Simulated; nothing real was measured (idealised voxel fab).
voxel released beams: a process module
We display cut, a cross-section 145 nm in width whose square cells are each 5 nm.
Bands, listed from the top down, are how a cross-section gets written in this document; the cross-section itself is a grid of square cells, and a band is one or more rows of them.
For a band, the entry starts with two heights in nm, that of the top and then that of the bottom, and carries on with the band's materials in order from left to right, each alongside its width in nm; the word "full width" beside a single material means it fills the band edge to edge, and "blank" means empty space.
Below 0: as-received wafer, all one material; heights counted from there. Lowest band: no bottom, goes on down, written "0 -> down".
You'd read "30->40" like this: the band's top row of cells is as wide as the first number, its bottom row is as wide as the second, and going down, every row changes width by the same amount as the row before did.
The designation "no change", where it is given for a processing step, indicates that no cell of the cross-section was altered in the course of that step.
Any empty space of 8 cells or more lacking an open way to the top shows up in "Closed cavity list" as width x height at distance, distance from the left edge, in nm.
Text after the settings on a step's line: the simulator's own remark on that step.
For masked steps, "overlay nm" on the step line gives how far right of plan the mask actually lay; a minus sign means it lay to the left.

Steps planned for the process
1 RECEIVE [material Si]
2 CONFORMAL_DEP [material Al2O3] [thk nm 5]
3 DIRECTIONAL_DEP [material SiO2] [thk nm 20]
4 MASKED_ETCH [tone open] [mask id ANCHOR] [width nm 45] [etch materials SiO2] [depth nm 20] [overlay nm 0]
5 CONFORMAL_DEP [material polySi] [thk nm 15]
6 MASKED_ETCH [tone cover] [mask id BEAM] [width nm 90] [etch materials polySi] [depth nm 15] [overlay nm 0]
7 STRIP [etch materials SiO2]

First of two wafers, with the run carried out as planned

As received (post step 1): cross-section
  0 -> down | Si full width
  Closed cavity list: none

Wafer section view after processing step 2
  5 -> 0 | Al2O3 full width
  At heights below 0, the structure remains unaltered.

Wafer section view after processing step 3
  25 -> 5 | SiO2 full width
  At heights below 5, the structure remains unaltered.

Wafer section view after processing step 4
  25 -> 5 | 30 of SiO2, 45 of blank, 70 of SiO2
  At heights below 5, the structure remains unaltered.

Wafer section view after processing step 5
  40 -> 25 | 45 of polySi, 15 of blank, 85 of polySi
  25 -> 20 | 30 of SiO2, 15 of polySi, 15 of blank, 15 of polySi, 70 of SiO2
  20 -> 5 | 30 of SiO2, 45 of polySi, 70 of SiO2
  At heights below 5, the structure remains unaltered.

Wafer section view after processing step 6
  40 -> 25 | 25 of blank, 20 of polySi, 15 of blank, 55 of polySi, 30 of blank
  At heights below 25, the structure remains unaltered.

Wafer section view after processing step 7
  40 -> 25 | 25 of blank, 20 of polySi, 15 of blank, 55 of polySi, 30 of blank
  25 -> 20 | 30 of blank, 15 of polySi, 15 of blank, 15 of polySi, 70 of blank
  20 -> 5 | 30 of blank, 45 of polySi, 70 of blank
  At heights below 5, the structure remains unaltered.

Here the second wafer is described. Its start and its plan were those of the first wafer. Its run contained one mistake. Up to and including step 2, it did exactly what the first wafer did

Cross-section of the second wafer corresponding to the planned conclusion of step 3
  25 -> 5 | polySi full width
  At heights below 5, the structure remains unaltered.

Cross-section of the second wafer corresponding to the planned conclusion of step 4: no change

Cross-section of the second wafer corresponding to the planned conclusion of step 5
  40 -> 5 | polySi full width
  At heights below 5, the structure remains unaltered.

Cross-section of the second wafer corresponding to the planned conclusion of step 6
  40 -> 25 | 25 of blank, 90 of polySi, 30 of blank
  At heights below 25, the structure remains unaltered.

Cross-section of the second wafer corresponding to the planned conclusion of step 7: no change
What was done differently from what was planned? note that step 3 departed from the planned setting and was carried out as DIRECTIONAL_DEP [material polySi] [thk nm 20]
Count the cells at the end and the second wafer has more or fewer of some materials than the first: +92 polySi
